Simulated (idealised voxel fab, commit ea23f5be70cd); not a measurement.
The name of this process module is voxel capacitor over wiring.
Square cell edge 5 nm, section width 175 nm, ID cut.
A cross-section is a grid of square cells, given in bands from the top down. A band is one or more rows of cells. Look at the band entry: it leads with the top's height and the bottom's height in nm. Then it lists the materials left to right, with a width in nm for each. The word "full width" on a single material says that material fills the band edge to edge. The word "empty" is empty space. Heights are reckoned from 0. Under this level, the received wafer is all of one material. The bottommost band is open-ended downward, for example "0..down". Width spec "30..40" -> top row of cells at first value, bottom row at second value, equal per-row change in between. "no alteration" for a step: no cell of the cross-section changed in that step. If an empty space has no open way to the top and is at least 8 cells in size, "Sealed cavities" lists it, written width x height at distance, where distance is measured from the left edge and every value is in nm. Anything after a step's settings on that line? It's the simulator's own note about the step. A step line may carry the setting "overlay nm", which, for steps involving a mask, states the distance by which the mask lay to the right of its intended position; negative values denote displacement to the left.

Process steps foreseen in the plan:
1: RECEIVE, material Si
2: CONFORMAL_DEP, material SiO2, thk nm 10
3: DIRECTIONAL_DEP, material TiN, thk nm 5
4: DIRECTIONAL_DEP, material Ru, thk nm 20
5: DIRECTIONAL_DEP, material aC, thk nm 15
6: PATTERN, tone cover, mask id METAL_1, material resist, width nm 25, pitch nm 75, thk nm 30, overlay nm 0
7: DIRECTIONAL_ETCH, etch materials aC, depth nm 15
8: STRIP, etch materials resist
9: DIRECTIONAL_ETCH, etch materials Ru, depth nm 20
10: DIRECTIONAL_ETCH, etch materials TiN, depth nm 5
11: STRIP, etch materials aC
12: FILL_DEP, material lowk, thk nm 10
13: CMP, height nm 35
14: CONFORMAL_DEP, material SiCN, thk nm 5
15: DIRECTIONAL_DEP, material SiO2, thk nm 10
16: DIRECTIONAL_DEP, material aC, thk nm 10
17: PATTERN, tone open, mask id PLUG_1, material resist, width nm 15, thk nm 25, overlay nm 0
18: DIRECTIONAL_ETCH, etch materials aC, depth nm 10
19: STRIP, etch materials resist
20: DIRECTIONAL_ETCH, etch materials SiO2, depth nm 20
21: DIRECTIONAL_ETCH, etch materials SiCN, depth nm 5
22: STRIP, etch materials aC
23: EPI, material Ru, thk nm 10
24: EPI, material Ru, thk nm 10
25: EPI, material Ru, thk nm 5
26: DIRECTIONAL_DEP, material TiN, thk nm 10
27: DIRECTIONAL_DEP, material SiN, thk nm 5
28: DIRECTIONAL_DEP, material TiN, thk nm 5
29: PATTERN, tone cover, mask id UPPER_PLATE, material resist, width nm 55, thk nm 15, overlay nm 0
30: DIRECTIONAL_ETCH, etch materials TiN, depth nm 5
31: DIRECTIONAL_ETCH, etch materials SiN, depth nm 5
32: STRIP, etch materials resist
33: MASKED_ETCH, tone cover, mask id LOWER_PLATE, width nm 65, etch materials TiN, depth nm 10, overlay nm 0
34: FILL_DEP, material SiO2, thk nm 20
35: CMP, height nm 95
36: DIRECTIONAL_DEP, material aC, thk nm 10
37: PATTERN, tone open, mask id PLUG_2, material resist, width nm 15, thk nm 30, overlay nm 0
38: DIRECTIONAL_ETCH, etch materials aC, depth nm 10
39: STRIP, etch materials resist
40: DIRECTIONAL_ETCH, etch materials SiO2, depth nm 15
41: STRIP, etch materials aC
42: CONFORMAL_DEP, material TiN, thk nm 5
43: FILL_DEP, material Cu, thk nm 5
44: CMP, height nm 95
45: CONFORMAL_DEP, material SiN, thk nm 5
The value of thk nm given for step 15 in the plan refers to the first wafer; the wafers vary in this setting and are alike at the start.

Cross-section of the first incoming wafer of several, state after step 1:
- 0..down | Si full width
- Sealed cavities: none

The rows of the table below are wafers. Looking at the end of the module, a row counts, for every material, the cells the wafer has gained, shown as (+), or lost, shown as (-), since it was received; its closed voids come next:
thk nm 10; +2 Cu; +63 Ru; +32 SiCN; +46 SiN; +378 SiO2; +54 TiN; +125 lowk; Sealed cavities: none
thk nm 15; +2 Cu; +57 Ru; +32 SiCN; +46 SiN; +384 SiO2; +54 TiN; +125 lowk; Sealed cavities: none
thk nm 20; +2 Cu; +55 Ru; +32 SiCN; +46 SiN; +386 SiO2; +54 TiN; +125 lowk; Sealed cavities: none
thk nm 25; +1 Cu; +40 Ru; +35 SiCN; +46 SiN; +400 SiO2; +53 TiN; +125 lowk; Sealed cavities: none
thk nm 30; +40 Ru; +35 SiCN; +46 SiN; +402 SiO2; +52 TiN; +125 lowk; Sealed cavities: none
thk nm 35; +40 Ru; +35 SiCN; +46 SiN; +404 SiO2; +50 TiN; +125 lowk; Sealed cavities: none
